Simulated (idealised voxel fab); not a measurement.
process module | voxel self aligned vias
cross-section cut | 185 nm wide | cells 5 nm
A cross-section is a grid of square cells, given in bands from the top down. A band is one or more rows of cells.
Each band's line starts with the height of the band's top and of its bottom, in nm. Then come its materials from left to right, each with its width in nm. One material with "throughout" fills the band from edge to edge. "air" is empty space.
Height 0 is the level under which the wafer as received is all one material. The lowest band goes on downwards, as in "0 down".
A width such as "30 to 40" changes by the same amount from each row of cells to the next, from the band's top row to its bottom row.
"no change" after a step means that no cell of the cross-section changed.
closed voids: empty space of 8 cells or more with no open way to the top, each as width x height at its distance from the left edge, in nm
after a step's settings: what the simulator itself notes on the step
overlay nm, on a step with a mask: how far to the right of its planned place the mask lay; to the left if negative
Each pair below shows a cross-section before one step and the cross-section after it, down to the lowest band that changed. The line under each pair gives the step between them, with its settings. The pairs can come from different runs of this module on the same starting wafer, so a pair continues from the pair above only where its "before" says so.
before
  60 to 40: SiO2 35 | air 45 | SiO2 105
  40 to 35: SiO2 45 | air 25 | SiO2 45 | SiN 25 | SiO2 45
  35 to 20: SiO2 45 | TiN 5 | Ru 15 | TiN 5 | SiO2 45 | TiN 5 | Ru 15 | TiN 5 | SiO2 45
  20 to 15: SiO2 45 | TiN 25 | SiO2 45 | TiN 25 | SiO2 45
  15 to 10: aC throughout
  10 to 0: SiO2 throughout
  0 down: Si throughout
  closed voids: none
after
  65 to 60: TiN 40 | air 35 | TiN 110
  60 to 45: SiO2 35 | TiN 5 | air 35 | TiN 5 | SiO2 105
  45 to 40: SiO2 35 | TiN 15 | air 15 | TiN 15 | SiO2 105
  40 to 35: SiO2 45 | TiN 25 | SiO2 45 | SiN 25 | SiO2 45
  below 35: unchanged
  closed voids: none
the step between: op CONFORMAL_DEP | material TiN | thk nm 5
before: the cross-section after the pair above
after
  75 to 65: Ru throughout
  65 to 60: TiN 40 | Ru 35 | TiN 110
  60 to 45: SiO2 35 | TiN 5 | Ru 35 | TiN 5 | SiO2 105
  45 to 40: SiO2 35 | TiN 15 | Ru 15 | TiN 15 | SiO2 105
  below 40: unchanged
  closed voids: none
the step between: op FILL_DEP | material Ru | thk nm 10
before: the cross-section after the pair above
after
  60 to 45: SiO2 35 | TiN 5 | Ru 35 | TiN 5 | SiO2 105
  below 45: unchanged
  closed voids: none
the step between: op CMP | height nm 60
before: the cross-section after the pair above
after
  65 to 60: SiCN throughout
  below 60: unchanged
  closed voids: none
the step between: op CONFORMAL_DEP | material SiCN | thk nm 5
before
  40 to 15: SiO2 throughout
  15 to 10: SiCN throughout
  10 to 0: SiO2 throughout
  0 down: Si throughout
  closed voids: none
after
  40 to 15: air 45 | SiO2 25 | air 45 | SiO2 25 | air 45
  below 15: unchanged
  closed voids: none
the step between: op MASKED_ETCH | tone cover | mask id LINES | width nm 25 | pitch nm 70 | etch materials SiO2 | depth nm 25 | overlay nm 0
before: the cross-section after the pair above
after
  45 to 40: air 40 | TiN 35 | air 35 | TiN 35 | air 40
  40 to 20: air 40 | TiN 5 | SiO2 25 | TiN 5 | air 35 | TiN 5 | SiO2 25 | TiN 5 | air 40
  20 to 15: TiN 45 | SiO2 25 | TiN 45 | SiO2 25 | TiN 45
  below 15: unchanged
  closed voids: none
the step between: op CONFORMAL_DEP | material TiN | thk nm 5
before: the cross-section after the pair above
after
  55 to 45: Ru throughout
  45 to 40: Ru 40 | TiN 35 | Ru 35 | TiN 35 | Ru 40
  40 to 20: Ru 40 | TiN 5 | SiO2 25 | TiN 5 | Ru 35 | TiN 5 | SiO2 25 | TiN 5 | Ru 40
  below 20: unchanged
  closed voids: none
the step between: op FILL_DEP | material Ru | thk nm 10
before: the cross-section after the pair above
after
  40 to 20: Ru 40 | TiN 5 | SiO2 25 | TiN 5 | Ru 35 | TiN 5 | SiO2 25 | TiN 5 | Ru 40
  below 20: unchanged
  closed voids: none
the step between: op CMP | height nm 40
before: the cross-section after the pair above
after
  40 to 35: air 45 | SiO2 25 | air 45 | SiO2 25 | air 45
  below 35: unchanged
  closed voids: none
the step between: op SELECTIVE_ETCH | etch materials W Ru TiN | depth nm 5
before: the cross-section after the pair above
after
  50 to 40: SiN throughout
  40 to 35: SiN 45 | SiO2 25 | SiN 45 | SiO2 25 | SiN 45
  below 35: unchanged
  closed voids: none
the step between: op FILL_DEP | material SiN | thk nm 10
before: the cross-section after the pair above
after
  40 to 35: SiN 45 | SiO2 25 | SiN 45 | SiO2 25 | SiN 45
  below 35: unchanged
  closed voids: none
the step between: op CMP | height nm 40
before: the cross-section after the pair above
after
  60 to 40: SiO2 throughout
  below 40: unchanged
  closed voids: none
the step between: op DIRECTIONAL_DEP | material SiO2 | thk nm 20
before: the cross-section after the pair above
after
  70 to 60: aC throughout
  below 60: unchanged
  closed voids: none
the step between: op DIRECTIONAL_DEP | material aC | thk nm 10
before: the cross-section after the pair above
after
  100 to 70: resist 35 | air 45 | resist 105
  below 70: unchanged
  closed voids: none
the step between: op PATTERN | tone open | mask id VIAS | material resist | width nm 45 | thk nm 30 | overlay nm 0
before: the cross-section after the pair above
after
  90 to 70: resist 35 | air 45 | resist 105
  70 to 60: aC 35 | air 45 | aC 105
  below 60: unchanged
  closed voids: none
the step between: op DIRECTIONAL_ETCH | etch materials aC | depth nm 10
before: the cross-section after the pair above
after
  70 to 60: aC 35 | air 45 | aC 105
  below 60: unchanged
  closed voids: none
the step between: op STRIP | etch materials resist
before: the cross-section after the pair above
after
  70 to 60: aC 35 | air 45 | aC 105
  60 to 40: SiO2 35 | air 45 | SiO2 105
  below 40: unchanged
  closed voids: none
the step between: op DIRECTIONAL_ETCH | etch materials SiO2 | depth nm 20
before: the cross-section after the pair above
after
  70 to 60: aC 35 | air 45 | aC 105
  60 to 40: SiO2 35 | air 45 | SiO2 105
  40 to 35: SiN 35 | air 10 | SiO2 25 | air 10 | SiN 35 | SiO2 25 | SiN 45
  below 35: unchanged
  closed voids: none
the step between: op DIRECTIONAL_ETCH | etch materials SiN | depth nm 5
before: the cross-section after the pair above
after
  60 to 40: SiO2 35 | air 45 | SiO2 105
  below 40: unchanged
  closed voids: none
the step between: op STRIP | etch materials aC
before: the cross-section after the pair above
after
  65 to 60: TiN 40 | air 35 | TiN 110
  60 to 45: SiO2 35 | TiN 5 | air 35 | TiN 5 | SiO2 105
  45 to 40: SiO2 35 | TiN 45 | SiO2 105
  40 to 35: SiN 35 | TiN 10 | SiO2 25 | TiN 10 | SiN 35 | SiO2 25 | SiN 45
  below 35: unchanged
  closed voids: none
the step between: op CONFORMAL_DEP | material TiN | thk nm 5
before: the cross-section after the pair above
after
  75 to 65: Ru throughout
  65 to 60: TiN 40 | Ru 35 | TiN 110
  60 to 45: SiO2 35 | TiN 5 | Ru 35 | TiN 5 | SiO2 105
  below 45: unchanged
  closed voids: none
the step between: op FILL_DEP | material Ru | thk nm 10
before: the cross-section after the pair above
after
  60 to 45: SiO2 35 | TiN 5 | Ru 35 | TiN 5 | SiO2 105
  below 45: unchanged
  closed voids: none
the step between: op CMP | height nm 60
before: the cross-section after the pair above
after
  65 to 60: SiCN throughout
  below 60: unchanged
  closed voids: none
the step between: op CONFORMAL_DEP | material SiCN | thk nm 5
